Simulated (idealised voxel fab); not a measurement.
Proc. module: voxel gate over fins
FYI the section here is cut, 155 nm wide, cells are 5 nm squares.
Bands, listed from the top down, are how a cross-section gets written in this document; the cross-section itself is a grid of square cells, and a band is one or more rows of them. Heads up on the band format: heights come first, top then bottom, in nm. After that it's the materials left to right, each with its width in nm. A single material flagged "all across" fills the whole band edge to edge, and "air" means there's empty space there. Heights are expressed relative to 0, this being the level below which the as-received wafer comprises one material exclusively. The lowest band is unbounded in the downward direction and is denoted as in "0 and below". A width such as "30..40" changes by the same amount from each row of cells to the next, from the band's top row to its bottom row. The cross-section has no changed cell in any step marked "no alteration". Under "Cavities, sealed" you'll find the enclosed gaps, the ones with no way out to the top, that are 8 cells or bigger; each reads width x height at distance, with distance counted from the left edge, everything in nm. It should be noted that, on the line of a given step, the content following the step's settings is a remark produced by the simulator itself with respect to that step. overlay nm: mask offset rightward from planned place, masked step; negative means leftward offset. Each pair of cross-sections that follows straddles one process step: the one shows the state before the step, the other the state after it, down to the lowest band that changed and no further. The step in question, and its settings, are given under the pair. Note that a pair is not necessarily a continuation of the pair above it, since pairs can come from different runs of this module on the same starting wafer; it is a continuation only where its entry headed "State before step" says so.

State before step
> 0 and below = Si all across
> Cavities, sealed: none

Result of Step
> 10 down to 0 = SiN all across
> Under 0: no change, same as before.
> Cavities, sealed: none
The before and after cross-sections above differ by one step: op CONFORMAL_DEP | material SiN | thk nm 10

State before step: after-state, pair directly above.

Result of Step
> 10 down to 0 = air: 15  SiN: 15  air: 40  SiN: 15  air: 40  SiN: 15  air: 15
> Under 0: no change, same as before.
> Cavities, sealed: none
The before and after cross-sections above differ by one step: op MASKED_ETCH | tone cover | mask id FINS | width nm 15 | pitch nm 55 | etch materials SiN | depth nm 10 | overlay nm 0

State before step: after-state, pair directly above.

Result of Step
> 10 down to 0 = air: 15  SiN: 15  air: 40  SiN: 15  air: 40  SiN: 15  air: 15
> 0 down to -35 = air: 15  Si: 15  air: 40  Si: 15  air: 40  Si: 15  air: 15
> Under -35: no change, same as before.
> Cavities, sealed: none
The before and after cross-sections above differ by one step: op MASKED_ETCH | tone cover | mask id FINS | width nm 15 | pitch nm 55 | etch materials Si | depth nm 35 | overlay nm 0

State before step: after-state, pair directly above.

Result of Step
> 25 down to 10 = SiO2 all across
> 10 down to 0 = SiO2: 15  SiN: 15  SiO2: 40  SiN: 15  SiO2: 40  SiN: 15  SiO2: 15
> 0 down to -35 = SiO2: 15  Si: 15  SiO2: 40  Si: 15  SiO2: 40  Si: 15  SiO2: 15
> Under -35: no change, same as before.
> Cavities, sealed: none
The before and after cross-sections above differ by one step: op FILL_DEP | material SiO2 | thk nm 15

State before step: after-state, pair directly above.

Result of Step
> 10 down to 0 = SiO2: 15  SiN: 15  SiO2: 40  SiN: 15  SiO2: 40  SiN: 15  SiO2: 15
> Under 0: no change, same as before.
> Cavities, sealed: none
The before and after cross-sections above differ by one step: op CMP | height nm 10

State before step: after-state, pair directly above.

Result of Step
> 20 down to 10 = aC all across
> Under 10: no change, same as before.
> Cavities, sealed: none
The before and after cross-sections above differ by one step: op DIRECTIONAL_DEP | material aC | thk nm 10

State before step: after-state, pair directly above.

Result of Step
> 45 down to 20 = resist: 40  air: 15  resist: 100
> Under 20: no change, same as before.
> Cavities, sealed: none
The before and after cross-sections above differ by one step: op PATTERN | tone open | mask id RAIL | material resist | width nm 15 | thk nm 25 | overlay nm 0

State before step: after-state, pair directly above.

Result of Step
> 35 down to 20 = resist: 40  air: 15  resist: 100
> 20 down to 10 = aC: 40  air: 15  aC: 100
> Under 10: no change, same as before.
> Cavities, sealed: none
The before and after cross-sections above differ by one step: op DIRECTIONAL_ETCH | etch materials aC | depth nm 10

State before step: after-state, pair directly above.

Result of Step
> 20 down to 10 = aC: 40  air: 15  aC: 100
> Under 10: no change, same as before.
> Cavities, sealed: none
The before and after cross-sections above differ by one step: op STRIP | etch materials resist

State before step: after-state, pair directly above.

Result of Step
> 20 down to 10 = aC: 40  air: 15  aC: 100
> 10 down to 0 = SiO2: 15  SiN: 15  SiO2: 10  air: 15  SiO2: 15  SiN: 15  SiO2: 40  SiN: 15  SiO2: 15
> 0 down to -30 = SiO2: 15  Si: 15  SiO2: 10  air: 15  SiO2: 15  Si: 15  SiO2: 40  Si: 15  SiO2: 15
> Under -30: no change, same as before.
> Cavities, sealed: none
The before and after cross-sections above differ by one step: op DIRECTIONAL_ETCH | etch materials SiO2 | depth nm 40

State before step: after-state, pair directly above.

Result of Step
> 10 down to 0 = SiO2: 15  SiN: 15  SiO2: 10  air: 15  SiO2: 15  SiN: 15  SiO2: 40  SiN: 15  SiO2: 15
> Under 0: no change, same as before.
> Cavities, sealed: none
The before and after cross-sections above differ by one step: op STRIP | etch materials aC

State before step: after-state, pair directly above.

Result of Step
> 15 down to 10 = TiN: 45  air: 5  TiN: 105
> 10 down to 0 = SiO2: 15  SiN: 15  SiO2: 10  TiN: 5  air: 5  TiN: 5  SiO2: 15  SiN: 15  SiO2: 40  SiN: 15  SiO2: 15
> 0 down to -25 = SiO2: 15  Si: 15  SiO2: 10  TiN: 5  air: 5  TiN: 5  SiO2: 15  Si: 15  SiO2: 40  Si: 15  SiO2: 15
> -25 down to -30 = SiO2: 15  Si: 15  SiO2: 10  TiN: 15  SiO2: 15  Si: 15  SiO2: 40  Si: 15  SiO2: 15
> Under -30: no change, same as before.
> Cavities, sealed: none
The before and after cross-sections above differ by one step: op CONFORMAL_DEP | material TiN | thk nm 5

State before step: after-state, pair directly above.

Result of Step
> 25 down to 15 = Ru all across
> 15 down to 10 = TiN: 45  Ru: 5  TiN: 105
> 10 down to 0 = SiO2: 15  SiN: 15  SiO2: 10  TiN: 5  Ru: 5  TiN: 5  SiO2: 15  SiN: 15  SiO2: 40  SiN: 15  SiO2: 15
> 0 down to -25 = SiO2: 15  Si: 15  SiO2: 10  TiN: 5  Ru: 5  TiN: 5  SiO2: 15  Si: 15  SiO2: 40  Si: 15  SiO2: 15
> Under -25: no change, same as before.
> Cavities, sealed: none
The before and after cross-sections above differ by one step: op FILL_DEP | material Ru | thk nm 10

State before step: after-state, pair directly above.

Result of Step
> 10 down to 0 = SiO2: 15  SiN: 15  SiO2: 10  TiN: 5  Ru: 5  TiN: 5  SiO2: 15  SiN: 15  SiO2: 40  SiN: 15  SiO2: 15
> Under 0: no change, same as before.
> Cavities, sealed: none
The before and after cross-sections above differ by one step: op CMP | height nm 10

State before step: after-state, pair directly above.

Result of Step
> 10 down to 0 = SiO2: 15  SiN: 15  SiO2: 10  air: 15  SiO2: 15  SiN: 15  SiO2: 40  SiN: 15  SiO2: 15
> 0 down to -20 = SiO2: 15  Si: 15  SiO2: 10  air: 15  SiO2: 15  Si: 15  SiO2: 40  Si: 15  SiO2: 15
> Under -20: no change, same as before.
> Cavities, sealed: none
The before and after cross-sections above differ by one step: op SELECTIVE_ETCH | etch materials W Ru TiN | depth nm 30

State before step: after-state, pair directly above.

Result of Step
> 15 down to 10 = SiO2 all across
> 10 down to 0 = SiO2: 15  SiN: 15  SiO2: 40  SiN: 15  SiO2: 40  SiN: 15  SiO2: 15
> 0 down to -20 = SiO2: 15  Si: 15  SiO2: 40  Si: 15  SiO2: 40  Si: 15  SiO2: 15
> Under -20: no change, same as before.
> Cavities, sealed: none
The before and after cross-sections above differ by one step: op FILL_DEP | material SiO2 | thk nm 5

State before step: after-state, pair directly above.

Result of Step
> 10 down to 0 = SiO2: 15  SiN: 15  SiO2: 40  SiN: 15  SiO2: 40  SiN: 15  SiO2: 15
> Under 0: no change, same as before.
> Cavities, sealed: none
The before and after cross-sections above differ by one step: op CMP | height nm 10

State before step: after-state, pair directly above.

Result of Step
> 10 down to 0 = air: 15  SiN: 15  air: 40  SiN: 15  air: 40  SiN: 15  air: 15
> 0 down to -15 = air: 15  Si: 15  air: 40  Si: 15  air: 40  Si: 15  air: 15
> Under -15: no change, same as before.
> Cavities, sealed: none
The before and after cross-sections above differ by one step: op SELECTIVE_ETCH | etch materials SiO2 | depth nm 25

State before step: after-state, pair directly above.

Result of Step
> 0 down to -15 = air: 15  Si: 15  air: 40  Si: 15  air: 40  Si: 15  air: 15
> Under -15: no change, same as before.
> Cavities, sealed: none
The before and after cross-sections above differ by one step: op STRIP | etch materials SiN

State before step: after-state, pair directly above.

Result of Step
> 5 down to 0 = air: 10  HfO2: 25  air: 30  HfO2: 25  air: 30  HfO2: 25  air: 10
> 0 down to -10 = air: 10  HfO2: 5  Si: 15  HfO2: 5  air: 30  HfO2: 5  Si: 15  HfO2: 5  air: 30  HfO2: 5  Si: 15  HfO2: 5  air: 10
> -10 down to -15 = HfO2: 15  Si: 15  HfO2: 40  Si: 15  HfO2: 40  Si: 15  HfO2: 15
> Under -15: no change, same as before.
> Cavities, sealed: none
The before and after cross-sections above differ by one step: op CONFORMAL_DEP | material HfO2 | thk nm 5

State before step: after-state, pair directly above.

Result of Step
> 10 down to 5 = air: 5  TiN: 35  air: 20  TiN: 35  air: 20  TiN: 35  air: 5
> 5 down to 0 = air: 5  TiN: 5  HfO2: 25  TiN: 5  air: 20  TiN: 5  HfO2: 25  TiN: 5  air: 20  TiN: 5  HfO2: 25  TiN: 5  air: 5
> 0 down to -5 = air: 5  TiN: 5  HfO2: 5  Si: 15  HfO2: 5  TiN: 5  air: 20  TiN: 5  HfO2: 5  Si: 15  HfO2: 5  TiN: 5  air: 20  TiN: 5  HfO2: 5  Si: 15  HfO2: 5  TiN: 5  air: 5
> -5 down to -10 = TiN: 10  HfO2: 5  Si: 15  HfO2: 5  TiN: 30  HfO2: 5  Si: 15  HfO2: 5  TiN: 30  HfO2: 5  Si: 15  HfO2: 5  TiN: 10
> Under -10: no change, same as before.
> Cavities, sealed: none
The before and after cross-sections above differ by one step: op CONFORMAL_DEP | material TiN | thk nm 5

State before step: after-state, pair directly above.

Result of Step
> 15 down to 10 = TiAl: 45  air: 10  TiAl: 45  air: 10  TiAl: 45
> 10 down to 5 = TiAl: 5  TiN: 35  TiAl: 5  air: 10  TiAl: 5  TiN: 35  TiAl: 5  air: 10  TiAl: 5  TiN: 35  TiAl: 5
> 5 down to 0 = TiAl: 5  TiN: 5  HfO2: 25  TiN: 5  TiAl: 5  air: 10  TiAl: 5  TiN: 5  HfO2: 25  TiN: 5  TiAl: 5  air: 10  TiAl: 5  TiN: 5  HfO2: 25  TiN: 5  TiAl: 5
> 0 down to -5 = TiAl: 5  TiN: 5  HfO2: 5  Si: 15  HfO2: 5  TiN: 5  TiAl: 20  TiN: 5  HfO2: 5  Si: 15  HfO2: 5  TiN: 5  TiAl: 20  TiN: 5  HfO2: 5  Si: 15  HfO2: 5  TiN: 5  TiAl: 5
> Under -5: no change, same as before.
> Cavities, sealed: none
The before and after cross-sections above differ by one step: op CONFORMAL_DEP | material TiAl | thk nm 5

State before step: after-state, pair directly above.

Result of Step
> 20 down to 15 = TiN all across
> 15 down to 10 = TiAl: 45  TiN: 10  TiAl: 45  TiN: 10  TiAl: 45
> 10 down to 5 = TiAl: 5  TiN: 35  TiAl: 5  TiN: 10  TiAl: 5  TiN: 35  TiAl: 5  TiN: 10  TiAl: 5  TiN: 35  TiAl: 5
> 5 down to 0 = TiAl: 5  TiN: 5  HfO2: 25  TiN: 5  TiAl: 5  TiN: 10  TiAl: 5  TiN: 5  HfO2: 25  TiN: 5  TiAl: 5  TiN: 10  TiAl: 5  TiN: 5  HfO2: 25  TiN: 5  TiAl: 5
> Under 0: no change, same as before.
> Cavities, sealed: none
The before and after cross-sections above differ by one step: op CONFORMAL_DEP | material TiN | thk nm 5

State before step: after-state, pair directly above.

Result of Step
> 30 down to 20 = W all across
> Under 20: no change, same as before.
> Cavities, sealed: none
The before and after cross-sections above differ by one step: op FILL_DEP | material W | thk nm 10

State before step: after-state, pair directly above.

Result of Step
> 25 down to 20 = W all across
> Under 20: no change, same as before.
> Cavities, sealed: none
The before and after cross-sections above differ by one step: op CMP | height nm 25

State before step: after-state, pair directly above.

Result of Step
> 35 down to 25 = SiCN all across
> Under 25: no change, same as before.
> Cavities, sealed: none
The before and after cross-sections above differ by one step: op CONFORMAL_DEP | material SiCN | thk nm 10

State before step
> 0 down to -15 = air: 15  Si: 15  air: 40  Si: 15  air: 40  Si: 15  air: 15
> -15 down to -20 = SiO2: 15  Si: 15  SiO2: 40  Si: 15  SiO2: 40  Si: 15  SiO2: 15
> -20 down to -25 = SiO2: 15  Si: 15  SiO2: 10  TiN: 5  Ru: 5  TiN: 5  SiO2: 15  Si: 15  SiO2: 40  Si: 15  SiO2: 15
> -25 down to -30 = SiO2: 15  Si: 15  SiO2: 10  TiN: 15  SiO2: 15  Si: 15  SiO2: 40  Si: 15  SiO2: 15
> -30 down to -35 = SiO2: 15  Si: 15  SiO2: 40  Si: 15  SiO2: 40  Si: 15  SiO2: 15
> -35 and below = Si all across
> Cavities, sealed: none

Result of Step
> 5 down to 0 = air: 10  TiN: 25  air: 30  TiN: 25  air: 30  TiN: 25  air: 10
> 0 down to -10 = air: 10  TiN: 5  Si: 15  TiN: 5  air: 30  TiN: 5  Si: 15  TiN: 5  air: 30  TiN: 5  Si: 15  TiN: 5  air: 10
> -10 down to -15 = TiN: 15  Si: 15  TiN: 40  Si: 15  TiN: 40  Si: 15  TiN: 15
> Under -15: no change, same as before.
> Cavities, sealed: none
The before and after cross-sections above differ by one step: op CONFORMAL_DEP | material TiN | thk nm 5

State before step: after-state, pair directly above.

Result of Step
> 10 down to 5 = air: 5  TiAl: 35  air: 20  TiAl: 35  air: 20  TiAl: 35  air: 5
> 5 down to 0 = air: 5  TiAl: 5  TiN: 25  TiAl: 5  air: 20  TiAl: 5  TiN: 25  TiAl: 5  air: 20  TiAl: 5  TiN: 25  TiAl: 5  air: 5
> 0 down to -5 = air: 5  TiAl: 5  TiN: 5  Si: 15  TiN: 5  TiAl: 5  air: 20  TiAl: 5  TiN: 5  Si: 15  TiN: 5  TiAl: 5  air: 20  TiAl: 5  TiN: 5  Si: 15  TiN: 5  TiAl: 5  air: 5
> -5 down to -10 = TiAl: 10  TiN: 5  Si: 15  TiN: 5  TiAl: 30  TiN: 5  Si: 15  TiN: 5  TiAl: 30  TiN: 5  Si: 15  TiN: 5  TiAl: 10
> Under -10: no change, same as before.
> Cavities, sealed: none
The before and after cross-sections above differ by one step: op CONFORMAL_DEP | material TiAl | thk nm 5

State before step: after-state, pair directly above.

Result of Step
> 15 down to 10 = TiN: 45  air: 10  TiN: 45  air: 10  TiN: 45
> 10 down to 5 = TiN: 5  TiAl: 35  TiN: 5  air: 10  TiN: 5  TiAl: 35  TiN: 5  air: 10  TiN: 5  TiAl: 35  TiN: 5
> 5 down to 0 = TiN: 5  TiAl: 5  TiN: 25  TiAl: 5  TiN: 5  air: 10  TiN: 5  TiAl: 5  TiN: 25  TiAl: 5  TiN: 5  air: 10  TiN: 5  TiAl: 5  TiN: 25  TiAl: 5  TiN: 5
> 0 down to -5 = TiN: 5  TiAl: 5  TiN: 5  Si: 15  TiN: 5  TiAl: 5  TiN: 20  TiAl: 5  TiN: 5  Si: 15  TiN: 5  TiAl: 5  TiN: 20  TiAl: 5  TiN: 5  Si: 15  TiN: 5  TiAl: 5  TiN: 5
> Under -5: no change, same as before.
> Cavities, sealed: none
The before and after cross-sections above differ by one step: op CONFORMAL_DEP | material TiN | thk nm 5

State before step: after-state, pair directly above.

Result of Step
> 25 down to 15 = W all across
> 15 down to 10 = TiN: 45  W: 10  TiN: 45  W: 10  TiN: 45
> 10 down to 5 = TiN: 5  TiAl: 35  TiN: 5  W: 10  TiN: 5  TiAl: 35  TiN: 5  W: 10  TiN: 5  TiAl: 35  TiN: 5
> 5 down to 0 = TiN: 5  TiAl: 5  TiN: 25  TiAl: 5  TiN: 5  W: 10  TiN: 5  TiAl: 5  TiN: 25  TiAl: 5  TiN: 5  W: 10  TiN: 5  TiAl: 5  TiN: 25  TiAl: 5  TiN: 5
> Under 0: no change, same as before.
> Cavities, sealed: none
The before and after cross-sections above differ by one step: op FILL_DEP | material W | thk nm 10

State before step: after-state, pair directly above.

Result of Step
> 35 down to 25 = SiCN all across
> Under 25: no change, same as before.
> Cavities, sealed: none
The before and after cross-sections above differ by one step: op CONFORMAL_DEP | material SiCN | thk nm 10

State before step
> 5 down to 0 = air: 10  TiN: 25  air: 30  TiN: 25  air: 30  TiN: 25  air: 10
> 0 down to -10 = air: 10  TiN: 5  Si: 15  TiN: 5  air: 30  TiN: 5  Si: 15  TiN: 5  air: 30  TiN: 5  Si: 15  TiN: 5  air: 10
> -10 down to -15 = TiN: 15  Si: 15  TiN: 40  Si: 15  TiN: 40  Si: 15  TiN: 15
> -15 down to -20 = SiO2: 15  Si: 15  SiO2: 40  Si: 15  SiO2: 40  Si: 15  SiO2: 15
> -20 down to -25 = SiO2: 15  Si: 15  SiO2: 10  TiN: 5  Ru: 5  TiN: 5  SiO2: 15  Si: 15  SiO2: 40  Si: 15  SiO2: 15
> -25 down to -30 = SiO2: 15  Si: 15  SiO2: 10  TiN: 15  SiO2: 15  Si: 15  SiO2: 40  Si: 15  SiO2: 15
> -30 down to -35 = SiO2: 15  Si: 15  SiO2: 40  Si: 15  SiO2: 40  Si: 15  SiO2: 15
> -35 and below = Si all across
> Cavities, sealed: none

Result of Step
> 10 down to 5 = air: 5  HfO2: 35  air: 20  HfO2: 35  air: 20  HfO2: 35  air: 5
> 5 down to 0 = air: 5  HfO2: 5  TiN: 25  HfO2: 5  air: 20  HfO2: 5  TiN: 25  HfO2: 5  air: 20  HfO2: 5  TiN: 25  HfO2: 5  air: 5
> 0 down to -5 = air: 5  HfO2: 5  TiN: 5  Si: 15  TiN: 5  HfO2: 5  air: 20  HfO2: 5  TiN: 5  Si: 15  TiN: 5  HfO2: 5  air: 20  HfO2: 5  TiN: 5  Si: 15  TiN: 5  HfO2: 5  air: 5
> -5 down to -10 = HfO2: 10  TiN: 5  Si: 15  TiN: 5  HfO2: 30  TiN: 5  Si: 15  TiN: 5  HfO2: 30  TiN: 5  Si: 15  TiN: 5  HfO2: 10
> Under -10: no change, same as before.
> Cavities, sealed: none
The before and after cross-sections above differ by one step: op CONFORMAL_DEP | material HfO2 | thk nm 5

State before step: after-state, pair directly above.

Result of Step
> 15 down to 10 = TiAl: 45  air: 10  TiAl: 45  air: 10  TiAl: 45
> 10 down to 5 = TiAl: 5  HfO2: 35  TiAl: 5  air: 10  TiAl: 5  HfO2: 35  TiAl: 5  air: 10  TiAl: 5  HfO2: 35  TiAl: 5
> 5 down to 0 = TiAl: 5  HfO2: 5  TiN: 25  HfO2: 5  TiAl: 5  air: 10  TiAl: 5  HfO2: 5  TiN: 25  HfO2: 5  TiAl: 5  air: 10  TiAl: 5  HfO2: 5  TiN: 25  HfO2: 5  TiAl: 5
> 0 down to -5 = TiAl: 5  HfO2: 5  TiN: 5  Si: 15  TiN: 5  HfO2: 5  TiAl: 20  HfO2: 5  TiN: 5  Si: 15  TiN: 5  HfO2: 5  TiAl: 20  HfO2: 5  TiN: 5  Si: 15  TiN: 5  HfO2: 5  TiAl: 5
> Under -5: no change, same as before.
> Cavities, sealed: none
The before and after cross-sections above differ by one step: op CONFORMAL_DEP | material TiAl | thk nm 5

State before step: after-state, pair directly above.

Result of Step
> 20 down to 15 = TiN all across
> 15 down to 10 = TiAl: 45  TiN: 10  TiAl: 45  TiN: 10  TiAl: 45
> 10 down to 5 = TiAl: 5  HfO2: 35  TiAl: 5  TiN: 10  TiAl: 5  HfO2: 35  TiAl: 5  TiN: 10  TiAl: 5  HfO2: 35  TiAl: 5
> 5 down to 0 = TiAl: 5  HfO2: 5  TiN: 25  HfO2: 5  TiAl: 5  TiN: 10  TiAl: 5  HfO2: 5  TiN: 25  HfO2: 5  TiAl: 5  TiN: 10  TiAl: 5  HfO2: 5  TiN: 25  HfO2: 5  TiAl: 5
> Under 0: no change, same as before.
> Cavities, sealed: none
The before and after cross-sections above differ by one step: op CONFORMAL_DEP | material TiN | thk nm 5

State before step: after-state, pair directly above.

Result of Step
> 30 down to 20 = W all across
> Under 20: no change, same as before.
> Cavities, sealed: none
The before and after cross-sections above differ by one step: op FILL_DEP | material W | thk nm 10

State before step: after-state, pair directly above.

Result of Step
> 25 down to 20 = W all across
> Under 20: no change, same as before.
> Cavities, sealed: none
The before and after cross-sections above differ by one step: op CMP | height nm 25

State before step: after-state, pair directly above.

Result of Step
> 35 down to 25 = SiCN all across
> Under 25: no change, same as before.
> Cavities, sealed: none
The before and after cross-sections above differ by one step: op CONFORMAL_DEP | material SiCN | thk nm 10

State before step
> 0 down to -15 = air: 15  Si: 15  air: 40  Si: 15  air: 40  Si: 15  air: 15
> -15 down to -20 = SiO2: 15  Si: 15  SiO2: 40  Si: 15  SiO2: 40  Si: 15  SiO2: 15
> -20 down to -25 = SiO2: 15  Si: 15  SiO2: 10  TiN: 5  Ru: 5  TiN: 5  SiO2: 15  Si: 15  SiO2: 40  Si: 15  SiO2: 15
> -25 down to -30 = SiO2: 15  Si: 15  SiO2: 10  TiN: 15  SiO2: 15  Si: 15  SiO2: 40  Si: 15  SiO2: 15
> -30 down to -35 = SiO2: 15  Si: 15  SiO2: 40  Si: 15  SiO2: 40  Si: 15  SiO2: 15
> -35 and below = Si all across
> Cavities, sealed: none

Result of Step
> 15 down to 0 = HfO2: 45  air: 10  HfO2: 45  air: 10  HfO2: 45
> 0 down to -15 = HfO2: 15  Si: 15  HfO2: 40  Si: 15  HfO2: 40  Si: 15  HfO2: 15
> Under -15: no change, same as before.
> Cavities, sealed: none
The before and after cross-sections above differ by one step: op CONFORMAL_DEP | material HfO2 | thk nm 15

State before step: after-state, pair directly above.

Result of Step
> 20 down to 15 = TiN all across
> 15 down to 0 = HfO2: 45  TiN: 10  HfO2: 45  TiN: 10  HfO2: 45
> Under 0: no change, same as before.
> Cavities, sealed: none
The before and after cross-sections above differ by one step: op CONFORMAL_DEP | material TiN | thk nm 5

State before step: after-state, pair directly above.

Result of Step
> 25 down to 20 = TiAl all across
> Under 20: no change, same as before.
> Cavities, sealed: none
The before and after cross-sections above differ by one step: op CONFORMAL_DEP | material TiAl | thk nm 5

State before step: after-state, pair directly above.

Result of Step
> 30 down to 25 = TiN all across
> Under 25: no change, same as before.
> Cavities, sealed: none
The before and after cross-sections above differ by one step: op CONFORMAL_DEP | material TiN | thk nm 5

State before step: after-state, pair directly above.

Result of Step
> 40 down to 30 = W all across
> Under 30: no change, same as before.
> Cavities, sealed: none
The before and after cross-sections above differ by one step: op FILL_DEP | material W | thk nm 10

State before step: after-state, pair directly above.

Result of Step
> 25 down to 20 = TiAl all across
> Under 20: no change, same as before.
> Cavities, sealed: none
The before and after cross-sections above differ by one step: op CMP | height nm 25

State before step: after-state, pair directly above.

Result of Step
> 35 down to 25 = SiCN all across
> Under 25: no change, same as before.
> Cavities, sealed: none
The before and after cross-sections above differ by one step: op CONFORMAL_DEP | material SiCN | thk nm 10

State before step
> 20 down to 10 = aC all across
> 10 down to 0 = SiO2: 15  SiN: 15  SiO2: 40  SiN: 15  SiO2: 40  SiN: 15  SiO2: 15
> 0 down to -35 = SiO2: 15  Si: 15  SiO2: 40  Si: 15  SiO2: 40  Si: 15  SiO2: 15
> -35 and below = Si all across
> Cavities, sealed: none

Result of Step
> 45 down to 20 = resist: 35  air: 25  resist: 95
> Under 20: no change, same as before.
> Cavities, sealed: none
The before and after cross-sections above differ by one step: op PATTERN | tone open | mask id RAIL | material resist | width nm 25 | thk nm 25 | overlay nm 0

State before step: after-state, pair directly above.

Result of Step
> 35 down to 20 = resist: 35  air: 25  resist: 95
> 20 down to 10 = aC: 35  air: 25  aC: 95
> Under 10: no change, same as before.
> Cavities, sealed: none
The before and after cross-sections above differ by one step: op DIRECTIONAL_ETCH | etch materials aC | depth nm 10

State before step: after-state, pair directly above.

Result of Step
> 20 down to 10 = aC: 35  air: 25  aC: 95
> Under 10: no change, same as before.
> Cavities, sealed: none
The before and after cross-sections above differ by one step: op STRIP | etch materials resist

State before step: after-state, pair directly above.

Result of Step
> 20 down to 10 = aC: 35  air: 25  aC: 95
> 10 down to 0 = SiO2: 15  SiN: 15  SiO2: 5  air: 25  SiO2: 10  SiN: 15  SiO2: 40  SiN: 15  SiO2: 15
> 0 down to -30 = SiO2: 15  Si: 15  SiO2: 5  air: 25  SiO2: 10  Si: 15  SiO2: 40  Si: 15  SiO2: 15
> Under -30: no change, same as before.
> Cavities, sealed: none
The before and after cross-sections above differ by one step: op DIRECTIONAL_ETCH | etch materials SiO2 | depth nm 40

State before step: after-state, pair directly above.

Result of Step
> 10 down to 0 = SiO2: 15  SiN: 15  SiO2: 5  air: 25  SiO2: 10  SiN: 15  SiO2: 40  SiN: 15  SiO2: 15
> Under 0: no change, same as before.
> Cavities, sealed: none
The before and after cross-sections above differ by one step: op STRIP | etch materials aC

State before step: after-state, pair directly above.

Result of Step
> 15 down to 10 = TiN: 40  air: 15  TiN: 100
> 10 down to 0 = SiO2: 15  SiN: 15  SiO2: 5  TiN: 5  air: 15  TiN: 5  SiO2: 10  SiN: 15  SiO2: 40  SiN: 15  SiO2: 15
> 0 down to -25 = SiO2: 15  Si: 15  SiO2: 5  TiN: 5  air: 15  TiN: 5  SiO2: 10  Si: 15  SiO2: 40  Si: 15  SiO2: 15
> -25 down to -30 = SiO2: 15  Si: 15  SiO2: 5  TiN: 25  SiO2: 10  Si: 15  SiO2: 40  Si: 15  SiO2: 15
> Under -30: no change, same as before.
> Cavities, sealed: none
The before and after cross-sections above differ by one step: op CONFORMAL_DEP | material TiN | thk nm 5

State before step: after-state, pair directly above.

Result of Step
> 25 down to 15 = Ru all across
> 15 down to 10 = TiN: 40  Ru: 15  TiN: 100
> 10 down to 0 = SiO2: 15  SiN: 15  SiO2: 5  TiN: 5  Ru: 15  TiN: 5  SiO2: 10  SiN: 15  SiO2: 40  SiN: 15  SiO2: 15
> 0 down to -25 = SiO2: 15  Si: 15  SiO2: 5  TiN: 5  Ru: 15  TiN: 5  SiO2: 10  Si: 15  SiO2: 40  Si: 15  SiO2: 15
> Under -25: no change, same as before.
> Cavities, sealed: none
The before and after cross-sections above differ by one step: op FILL_DEP | material Ru | thk nm 10

State before step: after-state, pair directly above.

Result of Step
> 10 down to 0 = SiO2: 15  SiN: 15  SiO2: 5  TiN: 5  Ru: 15  TiN: 5  SiO2: 10  SiN: 15  SiO2: 40  SiN: 15  SiO2: 15
> Under 0: no change, same as before.
> Cavities, sealed: none
The before and after cross-sections above differ by one step: op CMP | height nm 10

State before step: after-state, pair directly above.

Result of Step
> 10 down to 0 = SiO2: 15  SiN: 15  SiO2: 5  air: 25  SiO2: 10  SiN: 15  SiO2: 40  SiN: 15  SiO2: 15
> 0 down to -20 = SiO2: 15  Si: 15  SiO2: 5  air: 25  SiO2: 10  Si: 15  SiO2: 40  Si: 15  SiO2: 15
> Under -20: no change, same as before.
> Cavities, sealed: none
The before and after cross-sections above differ by one step: op SELECTIVE_ETCH | etch materials W Ru TiN | depth nm 30

State before step: after-state, pair directly above.

Result of Step
> 15 down to 10 = SiO2 all across
> 10 down to 0 = SiO2: 15  SiN: 15  SiO2: 40  SiN: 15  SiO2: 40  SiN: 15  SiO2: 15
> 0 down to -20 = SiO2: 15  Si: 15  SiO2: 40  Si: 15  SiO2: 40  Si: 15  SiO2: 15
> Under -20: no change, same as before.
> Cavities, sealed: none
The before and after cross-sections above differ by one step: op FILL_DEP | material SiO2 | thk nm 5

State before step: after-state, pair directly above.

Result of Step
> 10 down to 0 = SiO2: 15  SiN: 15  SiO2: 40  SiN: 15  SiO2: 40  SiN: 15  SiO2: 15
> Under 0: no change, same as before.
> Cavities, sealed: none
The before and after cross-sections above differ by one step: op CMP | height nm 10

State before step: after-state, pair directly above.

Result of Step
> 10 down to 0 = air: 15  SiN: 15  air: 40  SiN: 15  air: 40  SiN: 15  air: 15
> 0 down to -15 = air: 15  Si: 15  air: 40  Si: 15  air: 40  Si: 15  air: 15
> Under -15: no change, same as before.
> Cavities, sealed: none
The before and after cross-sections above differ by one step: op SELECTIVE_ETCH | etch materials SiO2 | depth nm 25

State before step: after-state, pair directly above.

Result of Step
> 0 down to -15 = air: 15  Si: 15  air: 40  Si: 15  air: 40  Si: 15  air: 15
> Under -15: no change, same as before.
> Cavities, sealed: none
The before and after cross-sections above differ by one step: op STRIP | etch materials SiN

State before step: after-state, pair directly above.

Result of Step
> 5 down to 0 = air: 10  HfO2: 25  air: 30  HfO2: 25  air: 30  HfO2: 25  air: 10
> 0 down to -10 = air: 10  HfO2: 5  Si: 15  HfO2: 5  air: 30  HfO2: 5  Si: 15  HfO2: 5  air: 30  HfO2: 5  Si: 15  HfO2: 5  air: 10
> -10 down to -15 = HfO2: 15  Si: 15  HfO2: 40  Si: 15  HfO2: 40  Si: 15  HfO2: 15
> Under -15: no change, same as before.
> Cavities, sealed: none
The before and after cross-sections above differ by one step: op CONFORMAL_DEP | material HfO2 | thk nm 5

State before step: after-state, pair directly above.

Result of Step
> 10 down to 5 = air: 5  TiN: 35  air: 20  TiN: 35  air: 20  TiN: 35  air: 5
> 5 down to 0 = air: 5  TiN: 5  HfO2: 25  TiN: 5  air: 20  TiN: 5  HfO2: 25  TiN: 5  air: 20  TiN: 5  HfO2: 25  TiN: 5  air: 5
> 0 down to -5 = air: 5  TiN: 5  HfO2: 5  Si: 15  HfO2: 5  TiN: 5  air: 20  TiN: 5  HfO2: 5  Si: 15  HfO2: 5  TiN: 5  air: 20  TiN: 5  HfO2: 5  Si: 15  HfO2: 5  TiN: 5  air: 5
> -5 down to -10 = TiN: 10  HfO2: 5  Si: 15  HfO2: 5  TiN: 30  HfO2: 5  Si: 15  HfO2: 5  TiN: 30  HfO2: 5  Si: 15  HfO2: 5  TiN: 10
> Under -10: no change, same as before.
> Cavities, sealed: none
The before and after cross-sections above differ by one step: op CONFORMAL_DEP | material TiN | thk nm 5
